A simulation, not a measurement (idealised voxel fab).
process module | voxel wiring stack
cross-section cut | 290 nm wide | cells 5 nm
A cross-section is a grid of square cells, given in bands from the top down. A band is one or more rows of cells.
Each band's line starts with the height of the band's top and of its bottom, in nm. Then come its materials from left to right, each with its width in nm. One material with "throughout" fills the band from edge to edge. "air" is empty space.
Height 0 is the level under which the wafer as received is all one material. The lowest band goes on downwards, as in "0 down".
A width such as "30 to 40" changes by the same amount from each row of cells to the next, from the band's top row to its bottom row.
"no change" after a step means that no cell of the cross-section changed.
closed voids: empty space of 8 cells or more with no open way to the top, each as width x height at its distance from the left edge, in nm
after a step's settings: what the simulator itself notes on the step
overlay nm, on a step with a mask: how far to the right of its planned place the mask lay; to the left if negative
plan
1 op RECEIVE | material Si
2 op CONFORMAL_DEP | material SiO2 | thk nm 15
3 op DIRECTIONAL_DEP | material TiN | thk nm 5
4 op DIRECTIONAL_DEP | material W | thk nm 10
5 op DIRECTIONAL_DEP | material aC | thk nm 10
6 op PATTERN | tone cover | mask id METAL_1 | material resist | width nm 25 | pitch nm 50 | thk nm 25 | overlay nm 0
7 op DIRECTIONAL_ETCH | etch materials aC | depth nm 10
8 op STRIP | etch materials resist
9 op DIRECTIONAL_ETCH | etch materials W | depth nm 15
10 op DIRECTIONAL_ETCH | etch materials TiN | depth nm 5
11 op STRIP | etch materials aC
12 op FILL_DEP | material SiO2 | thk nm 5
13 op CMP | height nm 35
14 op CONFORMAL_DEP | material SiCN | thk nm 5
15 op DIRECTIONAL_DEP | material SiO2 | thk nm 20
16 op MASKED_ETCH | tone open | mask id PLUG_1 | width nm 15 | etch materials SiO2 | depth nm 20 | overlay nm 0
17 op MASKED_ETCH | tone open | mask id PLUG_1 | width nm 15 | etch materials SiCN | depth nm 5 | overlay nm 0
18 op EPI | material Ru | thk nm 10
19 op EPI | material Ru | thk nm 10
20 op EPI | material Ru | thk nm 5
21 op CONFORMAL_DEP | material SiCN | thk nm 5
22 op DIRECTIONAL_DEP | material lowk | thk nm 25
23 op PATTERN | tone open | mask id METAL_2 | material resist | width nm 25 | pitch nm 50 | thk nm 20 | overlay nm 0
24 op DIRECTIONAL_ETCH | etch materials lowk | depth nm 25
25 op DIRECTIONAL_ETCH | etch materials SiCN | depth nm 5
26 op STRIP | etch materials resist
27 op CONFORMAL_DEP | material TiN | thk nm 5
28 op FILL_DEP | material Ru | thk nm 5
29 op CMP | height nm 90
30 op EPI | material Ru | thk nm 5
31 op FILL_DEP | material SiCN | thk nm 5
32 op DIRECTIONAL_DEP | material SiO2 | thk nm 20
33 op DIRECTIONAL_DEP | material aC | thk nm 10
34 op PATTERN | tone open | mask id PLUG_2 | material resist | width nm 15 | pitch nm 50 | thk nm 25 | overlay nm 0
35 op DIRECTIONAL_ETCH | etch materials aC | depth nm 10
36 op STRIP | etch materials resist
37 op DIRECTIONAL_ETCH | etch materials SiO2 | depth nm 20
38 op DIRECTIONAL_ETCH | etch materials SiCN | depth nm 5
39 op STRIP | etch materials aC
40 op EPI | material Ru | thk nm 10
41 op EPI | material Ru | thk nm 10
42 op EPI | material Ru | thk nm 5
43 op CONFORMAL_DEP | material SiCN | thk nm 5
44 op DIRECTIONAL_DEP | material SiO2 | thk nm 25
45 op DIRECTIONAL_DEP | material aC | thk nm 15
46 op PATTERN | tone open | mask id METAL_3 | material resist | width nm 25 | pitch nm 50 | thk nm 35 | overlay nm 0
47 op DIRECTIONAL_ETCH | etch materials aC | depth nm 15
48 op STRIP | etch materials resist
49 op DIRECTIONAL_ETCH | etch materials SiO2 | depth nm 25
50 op DIRECTIONAL_ETCH | etch materials SiCN | depth nm 5
51 op STRIP | etch materials aC
52 op CONFORMAL_DEP | material TiN | thk nm 5
53 op FILL_DEP | material Cu | thk nm 5
54 op CMP | height nm 150
55 op CONFORMAL_DEP | material SiN | thk nm 5
varied across the wafers: thk nm of step 4. The plan shows the first wafer's value. All wafers start alike
first wafer as received, after step 1
  0 down: Si throughout
  closed voids: none
first wafer at the end, after step 55
  155 to 150: SiN throughout
  150 to 125: SiO2 105 | TiN 5 | Cu 15 | TiN 5 | SiO2 25 | TiN 5 | Cu 15 | TiN 5 | SiO2 110
  125 to 120: SiCN 105 | TiN 25 | SiCN 25 | TiN 25 | SiCN 110
  120 to 100: SiO2 105 | Ru 15 | SiO2 35 | Ru 15 | SiO2 120
  100 to 90: SiCN 105 to 100 | Ru 15 to 35 | SiCN 35 to 15 | Ru 15 to 35 | SiCN 120 to 105
  90 to 65: lowk 105 | TiN 5 | Ru 15 | TiN 5 | lowk 25 | TiN 5 | Ru 15 | TiN 5 | lowk 110
  65 to 60: SiCN 105 | TiN 25 | SiCN 25 | TiN 25 | SiCN 110
  60 to 40: SiO2 105 | SiCN 5 | TiN 5 | SiCN 5 | SiO2 170
  40 to 35: SiCN 110 | TiN 5 | SiCN 175
  35 to 30: SiO2 throughout
  30 to 20: SiO2 105 | W 25 | SiO2 25 | W 25 | SiO2 110
  20 to 15: SiO2 105 | TiN 25 | SiO2 25 | TiN 25 | SiO2 110
  15 to 0: SiO2 throughout
  0 down: Si throughout
  closed voids: none
last wafer at the end
  155 to 150: SiN throughout
  150 to 125: SiO2 105 | TiN 5 | Cu 15 | TiN 5 | SiO2 25 | TiN 5 | Cu 15 | TiN 5 | SiO2 110
  125 to 120: SiCN 105 | TiN 25 | SiCN 25 | TiN 25 | SiCN 110
  120 to 100: SiO2 105 | Ru 15 | SiO2 35 | Ru 15 | SiO2 120
  100 to 90: SiCN 105 to 100 | Ru 15 to 35 | SiCN 35 to 15 | Ru 15 to 35 | SiCN 120 to 105
  90 to 65: lowk 105 | TiN 5 | Ru 15 | TiN 5 | lowk 25 | TiN 5 | Ru 15 | TiN 5 | lowk 110
  65 to 60: SiCN 105 | TiN 25 | SiCN 25 | TiN 25 | SiCN 110
  60 to 40: SiO2 105 | Ru 15 | SiO2 170
  40 to 35: SiCN 105 | Ru 15 | SiCN 170
  35 to 20: W throughout
  20 to 15: TiN throughout
  15 to 0: SiO2 throughout
  0 down: Si throughout
  closed voids: none
each wafer at the end: cells of each material gained (+) or lost (-) since it was received, then its closed voids
thk nm 10 | +30 Cu | +74 Ru | +257 SiCN | +58 SiN | +1044 SiO2 | +75 TiN | +20 W | +240 lowk | closed voids: none
thk nm 15 | +30 Cu | +89 Ru | +247 SiCN | +58 SiN | +1034 SiO2 | +70 TiN | +30 W | +240 lowk | closed voids: none
thk nm 20 | +30 Cu | +89 Ru | +247 SiCN | +58 SiN | +938 SiO2 | +118 TiN | +78 W | +240 lowk | closed voids: none
thk nm 25 | +30 Cu | +89 Ru | +247 SiCN | +58 SiN | +890 SiO2 | +118 TiN | +126 W | +240 lowk | closed voids: none
thk nm 30 | +30 Cu | +89 Ru | +247 SiCN | +58 SiN | +842 SiO2 | +118 TiN | +174 W | +240 lowk | closed voids: none
